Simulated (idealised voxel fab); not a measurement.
Documented hereafter: the process module known as voxel capacitor over wiring.
FYI the section here is cut, 190 nm wide, cells are 5 nm squares.
Square cells in a grid make up a cross-section in this document, and the grid is given as bands, listed from the top down, each one or more rows of cells.
For a band, the entry starts with two heights in nm, that of the top and then that of the bottom, and carries on with the band's materials in order from left to right, each alongside its width in nm; the word "edge to edge" beside a single material means it fills the band edge to edge, and "blank" means empty space.
Height datum 0, below which the as-received substrate wafer is one material. Lowest band open at the bottom, running downward: "from 0 down".
Read "30 to 40" as a graded width: first number on top, second number at the bottom, same change between each pair of neighbouring rows.
Reading "all unchanged" for a step: not a cell of the cross-section changed in it.
Entry "Enclosed internal cavities" = empty spaces >= 8 cells with no open way to the top; each as width x height at distance, distance from left edge, all nm.
Note: text after step settings on the step line = simulator remark on that step.
overlay nm: right-of-plan distance of the mask on a masked step; negative values mean left-of-plan.
THESE ARE THE STEPS WE PLANNED FOR THE PROCESS
1 op RECEIVE | material Si
2 op CONFORMAL_DEP | material SiO2 | thk nm 10
3 op CONFORMAL_DEP | material SiN | thk nm 5
4 op DIRECTIONAL_DEP | material SiO2 | thk nm 15
5 op MASKED_ETCH | tone open | mask id METAL_1 | width nm 30 | pitch nm 80 | etch materials SiO2 | depth nm 15 | overlay nm 0
6 op MASKED_ETCH | tone open | mask id METAL_1 | width nm 30 | pitch nm 80 | etch materials SiN | depth nm 5 | overlay nm 0
7 op CONFORMAL_DEP | material TiN | thk nm 5
8 op FILL_DEP | material Ru | thk nm 10
9 op CMP | height nm 30
10 op EPI | material Ru | thk nm 5
11 op FILL_DEP | material SiCN | thk nm 5
12 op DIRECTIONAL_DEP | material SiO2 | thk nm 10
13 op PATTERN | tone open | mask id PLUG_1 | material resist | width nm 15 | thk nm 15 | overlay nm 0
14 op DIRECTIONAL_ETCH | etch materials SiO2 | depth nm 10
15 op DIRECTIONAL_ETCH | etch materials SiCN | depth nm 5
16 op STRIP | etch materials resist
17 op CONFORMAL_DEP | material TiN | thk nm 5
18 op FILL_DEP | material Cu | thk nm 10
19 op CMP | height nm 50
20 op DIRECTIONAL_DEP | material TiN | thk nm 5
21 op DIRECTIONAL_DEP | material HfO2 | thk nm 5
22 op DIRECTIONAL_DEP | material TiN | thk nm 5
23 op DIRECTIONAL_DEP | material aC | thk nm 10
24 op PATTERN | tone cover | mask id UPPER_PLATE | material resist | width nm 55 | thk nm 25 | overlay nm 0
25 op DIRECTIONAL_ETCH | etch materials aC | depth nm 10
26 op STRIP | etch materials resist
27 op DIRECTIONAL_ETCH | etch materials TiN | depth nm 5
28 op DIRECTIONAL_ETCH | etch materials HfO2 | depth nm 5
29 op STRIP | etch materials aC
30 op PATTERN | tone cover | mask id LOWER_PLATE | material resist | width nm 65 | thk nm 15 | overlay nm 0
31 op DIRECTIONAL_ETCH | etch materials TiN | depth nm 5
32 op STRIP | etch materials resist
33 op FILL_DEP | material SiO2 | thk nm 20
34 op CMP | height nm 80
35 op MASKED_ETCH | tone open | mask id PLUG_2 | width nm 15 | etch materials SiO2 | depth nm 15 | overlay nm 0
36 op CONFORMAL_DEP | material TiN | thk nm 5
37 op FILL_DEP | material W | thk nm 5
38 op CMP | height nm 80
39 op CONFORMAL_DEP | material SiN | thk nm 5
THE CROSS-SECTION HERE SHOWS THE WAFER AS RECEIVED, I.E. IN ITS STATE AFTER STEP 1
	from 0 down = Si edge to edge
	Enclosed internal cavities: none
CROSS-SECTION AT MODULE END, ONE RUN ERROR; START AND PLAN UNCHANGED FROM ABOVE
	from 85 to 80 = SiN edge to edge
	from 80 to 70 = 65 SiO2 / 5 TiN / 5 W / 5 TiN / 110 SiO2
	from 70 to 65 = 65 SiO2 / 15 TiN / 110 SiO2
	from 65 to 60 = 50 SiO2 / 5 TiN / 55 SiO2 / 5 TiN / 75 SiO2
	from 60 to 55 = 55 HfO2 / 55 SiO2 / 80 HfO2
	from 55 to 50 = TiN edge to edge
	from 50 to 40 = 55 SiO2 / 5 TiN / 5 Cu / 5 TiN / 120 SiO2
	from 40 to 35 = 55 SiCN / 15 TiN / 120 SiCN
	from 35 to 30 = 35 SiCN / 40 Ru / 40 SiCN / 40 Ru / 35 SiCN
	from 30 to 15 = 40 SiO2 / 5 TiN / 20 Ru / 5 TiN / 50 SiO2 / 5 TiN / 20 Ru / 5 TiN / 40 SiO2
	from 15 to 10 = 40 SiN / 30 TiN / 50 SiN / 30 TiN / 40 SiN
	from 10 to 0 = SiO2 edge to edge
	from 0 down = Si edge to edge
	Enclosed internal cavities: none
Run error: heads up, step 24 didn't go per plan, it actually ran as op PATTERN | tone open | mask id UPPER_PLATE | material resist | width nm 55 | thk nm 25 | overlay nm 0
